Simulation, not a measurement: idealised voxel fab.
Process module in this document: voxel transistor to metal
Shown is cross-section cut, with a width of 190 nm and square cells of size 5 nm.
Cross-section spec: square-cell grid; bands listed top down; each band is one or more rows. For a band, the entry starts with two heights in nm, that of the top and then that of the bottom, and carries on with the band's materials in order from left to right, each alongside its width in nm; the word "throughout" beside a single material means it fills the band edge to edge, and "empty" means empty space. Heights from 0 (as-received wafer is one material below). Bottom band endless downward, as "0 -> down". Top row gets the first number, bottom row gets the second, and each row in between changes by the same step: that is how a band width like "30..40" works. Where a step carries "no change occurred", the cross-section came out of it unchanged, cell for cell. Under "Enclosed internal cavities" you'll find the enclosed gaps, the ones with no way out to the top, that are 8 cells or bigger; each reads width x height at distance, with distance counted from the left edge, everything in nm. Heads up: the bit after the settings on a step's line is the simulator's remark on that step. The setting "overlay nm" may be written on the line of a step. When the step uses a mask, the value reports how far to the right of the planned place the mask lay, and a negative value reports that it lay to the left.
[These are the steps we planned for the process]
1,RECEIVE, material Si
2,OXIDIZE, depth nm 5
3,CONFORMAL_DEP, material SiN, thk nm 15
4,PATTERN, tone cover, mask id ACTIVE, material resist, width nm 115, thk nm 20, overlay nm 0
5,DIRECTIONAL_ETCH, etch materials SiN, depth nm 15
6,DIRECTIONAL_ETCH, etch materials SiO2, depth nm 5
7,DIRECTIONAL_ETCH, etch materials Si, depth nm 30
8,STRIP, etch materials resist
9,FILL_DEP, material SiO2, thk nm 10
10,CMP, height nm 15
11,SELECTIVE_ETCH, etch materials SiO2, depth nm 15
12,STRIP, etch materials SiN
13,SELECTIVE_ETCH, etch materials SiO2, depth nm 5
14,OXIDIZE, depth nm 5
15,DIRECTIONAL_DEP, material polySi, thk nm 25
16,DIRECTIONAL_DEP, material SiCN, thk nm 10
17,MASKED_ETCH, tone cover, mask id GATE, width nm 25, etch materials SiCN, depth nm 20, overlay nm 0
18,MASKED_ETCH, tone cover, mask id GATE, width nm 25, etch materials polySi, depth nm 35, overlay nm 0
19,CONFORMAL_DEP, material SiO2, thk nm 5
20,DIRECTIONAL_ETCH, etch materials SiO2, depth nm 5
21,CONFORMAL_DEP, material SiN, thk nm 10
22,DIRECTIONAL_ETCH, etch materials SiN, depth nm 10
23,DIRECTIONAL_ETCH, etch materials SiO2, depth nm 5
24,EPI, material pSi, thk nm 5
25,FILL_DEP, material SiO2, thk nm 10
26,CMP, height nm 20
27,STRIP, etch materials polySi
28,SELECTIVE_ETCH, etch materials SiO2, depth nm 5
29,CONFORMAL_DEP, material HfO2, thk nm 5
30,CONFORMAL_DEP, material TiN, thk nm 5
31,FILL_DEP, material W, thk nm 10
32,CMP, height nm 15
33,DIRECTIONAL_DEP, material SiO2, thk nm 15
34,PATTERN, tone open, mask id CONTACT, material resist, width nm 15, pitch nm 80, thk nm 15, overlay nm 0
35,DIRECTIONAL_ETCH, etch materials SiO2, depth nm 35
36,STRIP, etch materials resist
37,CONFORMAL_DEP, material TiN, thk nm 5
38,FILL_DEP, material Ru, thk nm 10
39,CMP, height nm 30
40,DIRECTIONAL_DEP, material TiN, thk nm 5
41,DIRECTIONAL_DEP, material W, thk nm 15
42,MASKED_ETCH, tone cover, mask id METAL_1, width nm 15, pitch nm 80, etch materials W, depth nm 15, overlay nm 0
43,MASKED_ETCH, tone cover, mask id METAL_1, width nm 15, pitch nm 80, etch materials TiN, depth nm 5, overlay nm 0
44,CONFORMAL_DEP, material SiCN, thk nm 5
45,FILL_DEP, material lowk, thk nm 5
46,CMP, height nm 50
47,CONFORMAL_DEP, material SiCN, thk nm 5
48,DIRECTIONAL_DEP, material SiO2, thk nm 30
49,DIRECTIONAL_DEP, material aC, thk nm 15
50,PATTERN, tone open, mask id METAL_2, material resist, width nm 15, pitch nm 80, thk nm 30, overlay nm 0
51,DIRECTIONAL_ETCH, etch materials aC, depth nm 15
52,STRIP, etch materials resist
53,DIRECTIONAL_ETCH, etch materials SiO2, depth nm 15
54,STRIP, etch materials aC
55,PATTERN, tone open, mask id METAL_2_HOLES, material resist, width nm 15, pitch nm 80, thk nm 15, overlay nm 0
56,DIRECTIONAL_ETCH, etch materials SiO2, depth nm 15
57,DIRECTIONAL_ETCH, etch materials SiCN, depth nm 5
58,STRIP, etch materials resist
59,CONFORMAL_DEP, material TiN, thk nm 5
60,FILL_DEP, material Cu, thk nm 5
61,CMP, height nm 85
62,CONFORMAL_DEP, material SiN, thk nm 5
[The first of two wafers, run as planned]
[The cross-section here shows the wafer as received, i.e. in its state after step 1]
    0 -> down: Si throughout
    Enclosed internal cavities: none
[Presented here is a cross-section of the wafer after step 2 has been performed]
    0 -> -5: SiO2 throughout
    No changes below -5.
[Presented here is a cross-section of the wafer after step 3 has been performed]
    15 -> 0: SiN throughout
    No changes below 0.
[Presented here is a cross-section of the wafer after step 4 has been performed]
    35 -> 15: empty (35); resist (115); empty (40)
    No changes below 15.
[Presented here is a cross-section of the wafer after step 5 has been performed]
    35 -> 15: empty (35); resist (115); empty (40)
    15 -> 0: empty (35); SiN (115); empty (40)
    No changes below 0.
[Presented here is a cross-section of the wafer after step 6 has been performed]
    35 -> 15: empty (35); resist (115); empty (40)
    15 -> 0: empty (35); SiN (115); empty (40)
    0 -> -5: empty (35); SiO2 (115); empty (40)
    No changes below -5.
[Presented here is a cross-section of the wafer after step 7 has been performed]
    35 -> 15: empty (35); resist (115); empty (40)
    15 -> 0: empty (35); SiN (115); empty (40)
    0 -> -5: empty (35); SiO2 (115); empty (40)
    -5 -> -35: empty (35); Si (115); empty (40)
    No changes below -35.
[Presented here is a cross-section of the wafer after step 8 has been performed]
    15 -> 0: empty (35); SiN (115); empty (40)
    No changes below 0.
[Presented here is a cross-section of the wafer after step 9 has been performed]
    25 -> 15: SiO2 throughout
    15 -> 0: SiO2 (35); SiN (115); SiO2 (40)
    0 -> -5: SiO2 throughout
    -5 -> -35: SiO2 (35); Si (115); SiO2 (40)
    No changes below -35.
[Presented here is a cross-section of the wafer after step 10 has been performed]
    15 -> 0: SiO2 (35); SiN (115); SiO2 (40)
    No changes below 0.
[Presented here is a cross-section of the wafer after step 11 has been performed]
    15 -> 0: empty (35); SiN (115); empty (40)
    No changes below 0.
[Presented here is a cross-section of the wafer after step 12 has been performed]
    0 -> -5: SiO2 throughout
    No changes below -5.
[Presented here is a cross-section of the wafer after step 13 has been performed]
    -5 -> -35: SiO2 (35); Si (115); SiO2 (40)
    No changes below -35.
[Presented here is a cross-section of the wafer after step 14 has been performed]
    -5 -> -10: SiO2 throughout
    No changes below -10.
[Presented here is a cross-section of the wafer after step 15 has been performed]
    20 -> -5: polySi throughout
    No changes below -5.
[Presented here is a cross-section of the wafer after step 16 has been performed]
    30 -> 20: SiCN throughout
    No changes below 20.
[Presented here is a cross-section of the wafer after step 17 has been performed]
    30 -> 20: empty (80); SiCN (25); empty (85)
    No changes below 20.
[Presented here is a cross-section of the wafer after step 18 has been performed]
    30 -> 20: empty (80); SiCN (25); empty (85)
    20 -> -5: empty (80); polySi (25); empty (85)
    No changes below -5.
[Presented here is a cross-section of the wafer after step 19 has been performed]
    35 -> 30: empty (75); SiO2 (35); empty (80)
    30 -> 20: empty (75); SiO2 (5); SiCN (25); SiO2 (5); empty (80)
    20 -> 0: empty (75); SiO2 (5); polySi (25); SiO2 (5); empty (80)
    0 -> -5: SiO2 (80); polySi (25); SiO2 (85)
    No changes below -5.
[Presented here is a cross-section of the wafer after step 20 has been performed]
    30 -> 20: empty (75); SiO2 (5); SiCN (25); SiO2 (5); empty (80)
    20 -> -5: empty (75); SiO2 (5); polySi (25); SiO2 (5); empty (80)
    No changes below -5.
[Presented here is a cross-section of the wafer after step 21 has been performed]
    40 -> 30: empty (65); SiN (55); empty (70)
    30 -> 20: empty (65); SiN (10); SiO2 (5); SiCN (25); SiO2 (5); SiN (10); empty (70)
    20 -> 5: empty (65); SiN (10); SiO2 (5); polySi (25); SiO2 (5); SiN (10); empty (70)
    5 -> -5: SiN (75); SiO2 (5); polySi (25); SiO2 (5); SiN (80)
    No changes below -5.
[Presented here is a cross-section of the wafer after step 22 has been performed]
    30 -> 20: empty (65); SiN (10); SiO2 (5); SiCN (25); SiO2 (5); SiN (10); empty (70)
    20 -> -5: empty (65); SiN (10); SiO2 (5); polySi (25); SiO2 (5); SiN (10); empty (70)
    No changes below -5.
[Presented here is a cross-section of the wafer after step 23 has been performed]
    30 -> 25: empty (65); SiN (10); empty (5); SiCN (25); empty (5); SiN (10); empty (70)
    25 -> 20: empty (65); SiN (10); SiO2 (5); SiCN (25); SiO2 (5); SiN (10); empty (70)
    20 -> -5: empty (65); SiN (10); SiO2 (5); polySi (25); SiO2 (5); SiN (10); empty (70)
    -5 -> -10: empty (65); SiO2 (55); empty (70)
    No changes below -10.
[Presented here is a cross-section of the wafer after step 24 has been performed]
    30 -> 25: empty (65); SiN (10); empty (5); SiCN (25); empty (5); SiN (10); empty (70)
    25 -> 20: empty (65); SiN (10); SiO2 (5); SiCN (25); SiO2 (5); SiN (10); empty (70)
    20 -> -5: empty (65); SiN (10); SiO2 (5); polySi (25); SiO2 (5); SiN (10); empty (70)
    -5 -> -10: empty (30); pSi (35); SiO2 (55); pSi (35); empty (35)
    No changes below -10.
[Presented here is a cross-section of the wafer after step 25 has been performed]
    40 -> 30: SiO2 throughout
    30 -> 20: SiO2 (65); SiN (10); SiO2 (5); SiCN (25); SiO2 (5); SiN (10); SiO2 (70)
    20 -> -5: SiO2 (65); SiN (10); SiO2 (5); polySi (25); SiO2 (5); SiN (10); SiO2 (70)
    -5 -> -10: SiO2 (30); pSi (35); SiO2 (55); pSi (35); SiO2 (35)
    No changes below -10.
[Presented here is a cross-section of the wafer after step 26 has been performed]
    20 -> -5: SiO2 (65); SiN (10); SiO2 (5); polySi (25); SiO2 (5); SiN (10); SiO2 (70)
    No changes below -5.
[Presented here is a cross-section of the wafer after step 27 has been performed]
    20 -> -5: SiO2 (65); SiN (10); SiO2 (5); empty (25); SiO2 (5); SiN (10); SiO2 (70)
    No changes below -5.
[Presented here is a cross-section of the wafer after step 28 has been performed]
    20 -> 15: empty (65); SiN (10); empty (35); SiN (10); empty (70)
    15 -> -5: SiO2 (65); SiN (10); empty (35); SiN (10); SiO2 (70)
    -5 -> -10: SiO2 (30); pSi (35); SiO2 (10); empty (35); SiO2 (10); pSi (35); SiO2 (35)
    No changes below -10.
[Presented here is a cross-section of the wafer after step 29 has been performed]
    25 -> 20: empty (60); HfO2 (20); empty (25); HfO2 (20); empty (65)
    20 -> 15: HfO2 (65); SiN (10); HfO2 (5); empty (25); HfO2 (5); SiN (10); HfO2 (70)
    15 -> -5: SiO2 (65); SiN (10); HfO2 (5); empty (25); HfO2 (5); SiN (10); SiO2 (70)
    -5 -> -10: SiO2 (30); pSi (35); SiO2 (10); HfO2 (35); SiO2 (10); pSi (35); SiO2 (35)
    No changes below -10.
[Presented here is a cross-section of the wafer after step 30 has been performed]
    30 -> 25: empty (55); TiN (30); empty (15); TiN (30); empty (60)
    25 -> 20: TiN (60); HfO2 (20); TiN (5); empty (15); TiN (5); HfO2 (20); TiN (65)
    20 -> 15: HfO2 (65); SiN (10); HfO2 (5); TiN (5); empty (15); TiN (5); HfO2 (5); SiN (10); HfO2 (70)
    15 -> 0: SiO2 (65); SiN (10); HfO2 (5); TiN (5); empty (15); TiN (5); HfO2 (5); SiN (10); SiO2 (70)
    0 -> -5: SiO2 (65); SiN (10); HfO2 (5); TiN (25); HfO2 (5); SiN (10); SiO2 (70)
    No changes below -5.
[Presented here is a cross-section of the wafer after step 31 has been performed]
    40 -> 30: W throughout
    30 -> 25: W (55); TiN (30); W (15); TiN (30); W (60)
    25 -> 20: TiN (60); HfO2 (20); TiN (5); W (15); TiN (5); HfO2 (20); TiN (65)
    20 -> 15: HfO2 (65); SiN (10); HfO2 (5); TiN (5); W (15); TiN (5); HfO2 (5); SiN (10); HfO2 (70)
    15 -> 0: SiO2 (65); SiN (10); HfO2 (5); TiN (5); W (15); TiN (5); HfO2 (5); SiN (10); SiO2 (70)
    No changes below 0.
[Presented here is a cross-section of the wafer after step 32 has been performed]
    15 -> 0: SiO2 (65); SiN (10); HfO2 (5); TiN (5); W (15); TiN (5); HfO2 (5); SiN (10); SiO2 (70)
    No changes below 0.
[Presented here is a cross-section of the wafer after step 33 has been performed]
    30 -> 15: SiO2 throughout
    No changes below 15.
[Presented here is a cross-section of the wafer after step 34 has been performed]
    45 -> 30: resist (45); empty (15); resist (65); empty (15); resist (50)
    No changes below 30.
[Presented here is a cross-section of the wafer after step 35 has been performed]
    45 -> 30: resist (45); empty (15); resist (65); empty (15); resist (50)
    30 -> 15: SiO2 (45); empty (15); SiO2 (65); empty (15); SiO2 (50)
    15 -> 0: SiO2 (45); empty (15); SiO2 (5); SiN (10); HfO2 (5); TiN (5); W (15); TiN (5); HfO2 (5); SiN (10); SiO2 (5); empty (15); SiO2 (50)
    0 -> -5: SiO2 (45); empty (15); SiO2 (5); SiN (10); HfO2 (5); TiN (25); HfO2 (5); SiN (10); SiO2 (5); empty (15); SiO2 (50)
    No changes below -5.
[Presented here is a cross-section of the wafer after step 36 has been performed]
    30 -> 15: SiO2 (45); empty (15); SiO2 (65); empty (15); SiO2 (50)
    No changes below 15.
[Presented here is a cross-section of the wafer after step 37 has been performed]
    35 -> 30: TiN (50); empty (5); TiN (75); empty (5); TiN (55)
    30 -> 15: SiO2 (45); TiN (5); empty (5); TiN (5); SiO2 (65); TiN (5); empty (5); TiN (5); SiO2 (50)
    15 -> 0: SiO2 (45); TiN (5); empty (5); TiN (5); SiO2 (5); SiN (10); HfO2 (5); TiN (5); W (15); TiN (5); HfO2 (5); SiN (10); SiO2 (5); TiN (5); empty (5); TiN (5); SiO2 (50)
    0 -> -5: SiO2 (45); TiN (15); SiO2 (5); SiN (10); HfO2 (5); TiN (25); HfO2 (5); SiN (10); SiO2 (5); TiN (15); SiO2 (50)
    No changes below -5.
[Presented here is a cross-section of the wafer after step 38 has been performed]
    45 -> 35: Ru throughout
    35 -> 30: TiN (50); Ru (5); TiN (75); Ru (5); TiN (55)
    30 -> 15: SiO2 (45); TiN (5); Ru (5); TiN (5); SiO2 (65); TiN (5); Ru (5); TiN (5); SiO2 (50)
    15 -> 0: SiO2 (45); TiN (5); Ru (5); TiN (5); SiO2 (5); SiN (10); HfO2 (5); TiN (5); W (15); TiN (5); HfO2 (5); SiN (10); SiO2 (5); TiN (5); Ru (5); TiN (5); SiO2 (50)
    No changes below 0.
[Presented here is a cross-section of the wafer after step 39 has been performed]
    30 -> 15: SiO2 (45); TiN (5); Ru (5); TiN (5); SiO2 (65); TiN (5); Ru (5); TiN (5); SiO2 (50)
    No changes below 15.
[Presented here is a cross-section of the wafer after step 40 has been performed]
    35 -> 30: TiN throughout
    No changes below 30.
[Presented here is a cross-section of the wafer after step 41 has been performed]
    50 -> 35: W throughout
    No changes below 35.
[Presented here is a cross-section of the wafer after step 42 has been performed]
    50 -> 35: empty (45); W (15); empty (65); W (15); empty (50)
    No changes below 35.
[Presented here is a cross-section of the wafer after step 43 has been performed]
    50 -> 35: empty (45); W (15); empty (65); W (15); empty (50)
    35 -> 30: empty (45); TiN (15); empty (65); TiN (15); empty (50)
    No changes below 30.
[Presented here is a cross-section of the wafer after step 44 has been performed]
    55 -> 50: empty (40); SiCN (25); empty (55); SiCN (25); empty (45)
    50 -> 35: empty (40); SiCN (5); W (15); SiCN (5); empty (55); SiCN (5); W (15); SiCN (5); empty (45)
    35 -> 30: SiCN (45); TiN (15); SiCN (65); TiN (15); SiCN (50)
    No changes below 30.
[Presented here is a cross-section of the wafer after step 45 has been performed]
    60 -> 55: lowk throughout
    55 -> 50: lowk (40); SiCN (25); lowk (55); SiCN (25); lowk (45)
    50 -> 35: lowk (40); SiCN (5); W (15); SiCN (5); lowk (55); SiCN (5); W (15); SiCN (5); lowk (45)
    No changes below 35.
[Presented here is a cross-section of the wafer after step 46 has been performed]
    50 -> 35: lowk (40); SiCN (5); W (15); SiCN (5); lowk (55); SiCN (5); W (15); SiCN (5); lowk (45)
    No changes below 35.
[Presented here is a cross-section of the wafer after step 47 has been performed]
    55 -> 50: SiCN throughout
    No changes below 50.
[Presented here is a cross-section of the wafer after step 48 has been performed]
    85 -> 55: SiO2 throughout
    No changes below 55.
[Presented here is a cross-section of the wafer after step 49 has been performed]
    100 -> 85: aC throughout
    No changes below 85.
[Presented here is a cross-section of the wafer after step 50 has been performed]
    130 -> 100: resist (45); empty (15); resist (65); empty (15); resist (50)
    No changes below 100.
[Presented here is a cross-section of the wafer after step 51 has been performed]
    115 -> 100: resist (45); empty (15); resist (65); empty (15); resist (50)
    100 -> 85: aC (45); empty (15); aC (65); empty (15); aC (50)
    No changes below 85.
[Presented here is a cross-section of the wafer after step 52 has been performed]
    100 -> 85: aC (45); empty (15); aC (65); empty (15); aC (50)
    No changes below 85.
[Presented here is a cross-section of the wafer after step 53 has been performed]
    100 -> 85: aC (45); empty (15); aC (65); empty (15); aC (50)
    85 -> 70: SiO2 (45); empty (15); SiO2 (65); empty (15); SiO2 (50)
    No changes below 70.
[Presented here is a cross-section of the wafer after step 54 has been performed]
    85 -> 70: SiO2 (45); empty (15); SiO2 (65); empty (15); SiO2 (50)
    No changes below 70.
[Presented here is a cross-section of the wafer after step 55 has been performed]
    100 -> 85: resist (45); empty (15); resist (65); empty (15); resist (50)
    No changes below 85.
[Presented here is a cross-section of the wafer after step 56 has been performed]
    100 -> 85: resist (45); empty (15); resist (65); empty (15); resist (50)
    85 -> 55: SiO2 (45); empty (15); SiO2 (65); empty (15); SiO2 (50)
    No changes below 55.
[Presented here is a cross-section of the wafer after step 57 has been performed]
    100 -> 85: resist (45); empty (15); resist (65); empty (15); resist (50)
    85 -> 55: SiO2 (45); empty (15); SiO2 (65); empty (15); SiO2 (50)
    55 -> 50: SiCN (45); empty (15); SiCN (65); empty (15); SiCN (50)
    No changes below 50.
[Presented here is a cross-section of the wafer after step 58 has been performed]
    85 -> 55: SiO2 (45); empty (15); SiO2 (65); empty (15); SiO2 (50)
    No changes below 55.
[Presented here is a cross-section of the wafer after step 59 has been performed]
    90 -> 85: TiN (50); empty (5); TiN (75); empty (5); TiN (55)
    85 -> 55: SiO2 (45); TiN (5); empty (5); TiN (5); SiO2 (65); TiN (5); empty (5); TiN (5); SiO2 (50)
    55 -> 50: SiCN (45); TiN (15); SiCN (65); TiN (15); SiCN (50)
    No changes below 50.
[Presented here is a cross-section of the wafer after step 60 has been performed]
    95 -> 90: Cu throughout
    90 -> 85: TiN (50); Cu (5); TiN (75); Cu (5); TiN (55)
    85 -> 55: SiO2 (45); TiN (5); Cu (5); TiN (5); SiO2 (65); TiN (5); Cu (5); TiN (5); SiO2 (50)
    No changes below 55.
[Presented here is a cross-section of the wafer after step 61 has been performed]
    85 -> 55: SiO2 (45); TiN (5); Cu (5); TiN (5); SiO2 (65); TiN (5); Cu (5); TiN (5); SiO2 (50)
    No changes below 55.
[Presented here is a cross-section of the wafer after step 62 has been performed]
    90 -> 85: SiN throughout
    No changes below 85.
[second wafer: like start, like plan, one mistake. Through step 33 it matches the first wafer]
[The second wafer in cross-section, at the planned close of step 34]
    45 -> 30: resist (55); empty (15); resist (65); empty (15); resist (40)
    No changes below 30.
[The second wafer in cross-section, at the planned close of step 35]
    45 -> 30: resist (55); empty (15); resist (65); empty (15); resist (40)
    30 -> 15: SiO2 (55); empty (15); SiO2 (65); empty (15); SiO2 (40)
    15 -> 0: SiO2 (55); empty (10); SiN (10); HfO2 (5); TiN (5); W (15); TiN (5); HfO2 (5); SiN (10); SiO2 (15); empty (15); SiO2 (40)
    0 -> -5: SiO2 (55); empty (10); SiN (10); HfO2 (5); TiN (25); HfO2 (5); SiN (10); SiO2 (15); empty (15); SiO2 (40)
    No changes below -5.
[The second wafer in cross-section, at the planned close of step 36]
    30 -> 15: SiO2 (55); empty (15); SiO2 (65); empty (15); SiO2 (40)
    No changes below 15.
[The second wafer in cross-section, at the planned close of step 37]
    35 -> 30: TiN (60); empty (5); TiN (75); empty (5); TiN (45)
    30 -> 20: SiO2 (55); TiN (5); empty (5); TiN (5); SiO2 (65); TiN (5); empty (5); TiN (5); SiO2 (40)
    20 -> 15: SiO2 (55); TiN (15); SiO2 (65); TiN (5); empty (5); TiN (5); SiO2 (40)
    15 -> 0: SiO2 (55); TiN (10); SiN (10); HfO2 (5); TiN (5); W (15); TiN (5); HfO2 (5); SiN (10); SiO2 (15); TiN (5); empty (5); TiN (5); SiO2 (40)
    0 -> -5: SiO2 (55); TiN (10); SiN (10); HfO2 (5); TiN (25); HfO2 (5); SiN (10); SiO2 (15); TiN (15); SiO2 (40)
    No changes below -5.
[The second wafer in cross-section, at the planned close of step 38]
    45 -> 35: Ru throughout
    35 -> 30: TiN (60); Ru (5); TiN (75); Ru (5); TiN (45)
    30 -> 20: SiO2 (55); TiN (5); Ru (5); TiN (5); SiO2 (65); TiN (5); Ru (5); TiN (5); SiO2 (40)
    20 -> 15: SiO2 (55); TiN (15); SiO2 (65); TiN (5); Ru (5); TiN (5); SiO2 (40)
    15 -> 0: SiO2 (55); TiN (10); SiN (10); HfO2 (5); TiN (5); W (15); TiN (5); HfO2 (5); SiN (10); SiO2 (15); TiN (5); Ru (5); TiN (5); SiO2 (40)
    No changes below 0.
[The second wafer in cross-section, at the planned close of step 39]
    30 -> 20: SiO2 (55); TiN (5); Ru (5); TiN (5); SiO2 (65); TiN (5); Ru (5); TiN (5); SiO2 (40)
    No changes below 20.
[The second wafer in cross-section, at the planned close of step 40]
    35 -> 30: TiN throughout
    No changes below 30.
[The second wafer in cross-section, at the planned close of step 41]
    50 -> 35: W throughout
    No changes below 35.
[The second wafer in cross-section, at the planned close of step 42]
    50 -> 35: empty (45); W (15); empty (65); W (15); empty (50)
    No changes below 35.
[The second wafer in cross-section, at the planned close of step 43]
    50 -> 35: empty (45); W (15); empty (65); W (15); empty (50)
    35 -> 30: empty (45); TiN (15); empty (65); TiN (15); empty (50)
    No changes below 30.
[The second wafer in cross-section, at the planned close of step 44]
    55 -> 50: empty (40); SiCN (25); empty (55); SiCN (25); empty (45)
    50 -> 35: empty (40); SiCN (5); W (15); SiCN (5); empty (55); SiCN (5); W (15); SiCN (5); empty (45)
    35 -> 30: SiCN (45); TiN (15); SiCN (65); TiN (15); SiCN (50)
    No changes below 30.
[The second wafer in cross-section, at the planned close of step 45]
    60 -> 55: lowk throughout
    55 -> 50: lowk (40); SiCN (25); lowk (55); SiCN (25); lowk (45)
    50 -> 35: lowk (40); SiCN (5); W (15); SiCN (5); lowk (55); SiCN (5); W (15); SiCN (5); lowk (45)
    No changes below 35.
[The second wafer in cross-section, at the planned close of step 46]
    50 -> 35: lowk (40); SiCN (5); W (15); SiCN (5); lowk (55); SiCN (5); W (15); SiCN (5); lowk (45)
    No changes below 35.
[The second wafer in cross-section, at the planned close of step 47]
    55 -> 50: SiCN throughout
    No changes below 50.
[The second wafer in cross-section, at the planned close of step 48]
    85 -> 55: SiO2 throughout
    No changes below 55.
[The second wafer in cross-section, at the planned close of step 49]
    100 -> 85: aC throughout
    No changes below 85.
[The second wafer in cross-section, at the planned close of step 50]
    130 -> 100: resist (45); empty (15); resist (65); empty (15); resist (50)
    No changes below 100.
[The second wafer in cross-section, at the planned close of step 51]
    115 -> 100: resist (45); empty (15); resist (65); empty (15); resist (50)
    100 -> 85: aC (45); empty (15); aC (65); empty (15); aC (50)
    No changes below 85.
[The second wafer in cross-section, at the planned close of step 52]
    100 -> 85: aC (45); empty (15); aC (65); empty (15); aC (50)
    No changes below 85.
[The second wafer in cross-section, at the planned close of step 53]
    100 -> 85: aC (45); empty (15); aC (65); empty (15); aC (50)
    85 -> 70: SiO2 (45); empty (15); SiO2 (65); empty (15); SiO2 (50)
    No changes below 70.
[The second wafer in cross-section, at the planned close of step 54]
    85 -> 70: SiO2 (45); empty (15); SiO2 (65); empty (15); SiO2 (50)
    No changes below 70.
[The second wafer in cross-section, at the planned close of step 55]
    100 -> 85: resist (45); empty (15); resist (65); empty (15); resist (50)
    No changes below 85.
[The second wafer in cross-section, at the planned close of step 56]
    100 -> 85: resist (45); empty (15); resist (65); empty (15); resist (50)
    85 -> 55: SiO2 (45); empty (15); SiO2 (65); empty (15); SiO2 (50)
    No changes below 55.
[The second wafer in cross-section, at the planned close of step 57]
    100 -> 85: resist (45); empty (15); resist (65); empty (15); resist (50)
    85 -> 55: SiO2 (45); empty (15); SiO2 (65); empty (15); SiO2 (50)
    55 -> 50: SiCN (45); empty (15); SiCN (65); empty (15); SiCN (50)
    No changes below 50.
[The second wafer in cross-section, at the planned close of step 58]
    85 -> 55: SiO2 (45); empty (15); SiO2 (65); empty (15); SiO2 (50)
    No changes below 55.
[The second wafer in cross-section, at the planned close of step 59]
    90 -> 85: TiN (50); empty (5); TiN (75); empty (5); TiN (55)
    85 -> 55: SiO2 (45); TiN (5); empty (5); TiN (5); SiO2 (65); TiN (5); empty (5); TiN (5); SiO2 (50)
    55 -> 50: SiCN (45); TiN (15); SiCN (65); TiN (15); SiCN (50)
    No changes below 50.
[The second wafer in cross-section, at the planned close of step 60]
    95 -> 90: Cu throughout
    90 -> 85: TiN (50); Cu (5); TiN (75); Cu (5); TiN (55)
    85 -> 55: SiO2 (45); TiN (5); Cu (5); TiN (5); SiO2 (65); TiN (5); Cu (5); TiN (5); SiO2 (50)
    No changes below 55.
[The second wafer in cross-section, at the planned close of step 61]
    85 -> 55: SiO2 (45); TiN (5); Cu (5); TiN (5); SiO2 (65); TiN (5); Cu (5); TiN (5); SiO2 (50)
    No changes below 55.
[The second wafer in cross-section, at the planned close of step 62]
    90 -> 85: SiN throughout
    No changes below 85.
Misprocessing identified: not per plan at step 34, really ran PATTERN, tone open, mask id CONTACT, material resist, width nm 15, pitch nm 80, thk nm 15, overlay nm 10
At the finish, the second wafer shows more or fewer cells for some materials than the first does: 4 fewer of Ru; 4 more of SiO2
